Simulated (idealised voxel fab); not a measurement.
This is a process module. Its name is voxel ribs on slabs.
Cross-section cut: width 190 nm, square cells of 5 nm.
Cross-section, as written here: a square-cell grid given band by band from the top down, where a band holds one or more rows of cells.
First you get the band's top height and its bottom height, in nm, and then the materials it's made of, left to right, with each width in nm. If you see a single material with "all across", that one covers the band edge to edge. "air" is empty space.
Counting heights begins at 0, where everything beneath is, in the wafer as received, one material. The lowest band has no bottom; it goes on downwards, as "0 -> down" shows.
Quick explanation for "30..40": the width changes in equal steps down the rows of cells, from the first number in the band's top row to the second number in its bottom row.
Step note "no alteration" = no cross-section cell changed.
You'll see "Closed void inventory" listing empty spaces that have no way open to the top, as long as they're 8 cells or more; the notation is width x height at distance, where the distance is from the left edge, and all of it is in nm.
Note: text after step settings on the step line = simulator remark on that step.
A step's line can hold "overlay nm"; with a mask on that step, the setting says how far right of the planned place the mask lay, while a negative setting says it lay to the left.

-- Below is the list of planned process steps
step 1: RECEIVE with material Si
step 2: DIRECTIONAL_DEP with material SiO2, thk nm 20
step 3: DIRECTIONAL_DEP with material polySi, thk nm 25
step 4: DIRECTIONAL_DEP with material aC, thk nm 10
step 5: PATTERN with tone cover, mask id RIB, material resist, width nm 25, thk nm 25, overlay nm 0
step 6: DIRECTIONAL_ETCH with etch materials aC, depth nm 10
step 7: STRIP with etch materials resist
step 8: DIRECTIONAL_ETCH with etch materials polySi, depth nm 10
step 9: STRIP with etch materials aC
step 10: PATTERN with tone cover, mask id SLAB, material resist, width nm 75, thk nm 20, overlay nm 0
step 11: DIRECTIONAL_ETCH with etch materials polySi, depth nm 15
step 12: STRIP with etch materials resist
step 13: FILL_DEP with material SiO2, thk nm 25
step 14: CMP with height nm 65
step 15: DIRECTIONAL_DEP with material W, thk nm 5
step 16: MASKED_ETCH with tone cover, mask id HEATER, width nm 35, etch materials W, depth nm 5, overlay nm 0
step 17: CONFORMAL_DEP with material SiN, thk nm 5

-- Delivered wafer in cross-section: state after step 1
    0 -> down | Si all across
    Closed void inventory: none

-- As-planned run: cross-section of the first of two wafers at end of module
    75 -> 70 | air: 70 | SiN: 45 | air: 75
    70 -> 65 | SiN: 75 | W: 35 | SiN: 80
    65 -> 45 | SiO2 all across
    45 -> 35 | SiO2: 80 | polySi: 25 | SiO2: 85
    35 -> 20 | SiO2: 55 | polySi: 75 | SiO2: 60
    20 -> 0 | SiO2 all across
    0 -> down | Si all across
    Closed void inventory: none

-- Cross-sectional image of the second wafer of the two following completion of the module. Starting state and process plan were the same as for the first wafer; one execution error occurred
    75 -> 70 | SiN: 80 | air: 25 | SiN: 85
    70 -> 65 | W: 75 | SiN: 35 | W: 80
    65 -> 45 | SiO2 all across
    45 -> 35 | SiO2: 80 | polySi: 25 | SiO2: 85
    35 -> 20 | SiO2: 55 | polySi: 75 | SiO2: 60
    20 -> 0 | SiO2 all across
    0 -> down | Si all across
    Closed void inventory: none
Want to know what went wrong? the process deviated at step 16: the operation and settings actually run there were MASKED_ETCH with tone open, mask id HEATER, width nm 35, etch materials W, depth nm 5, overlay nm 0
Bottom line after processing is that, in cells, the second wafer is up or down on some materials versus the first: +24 W
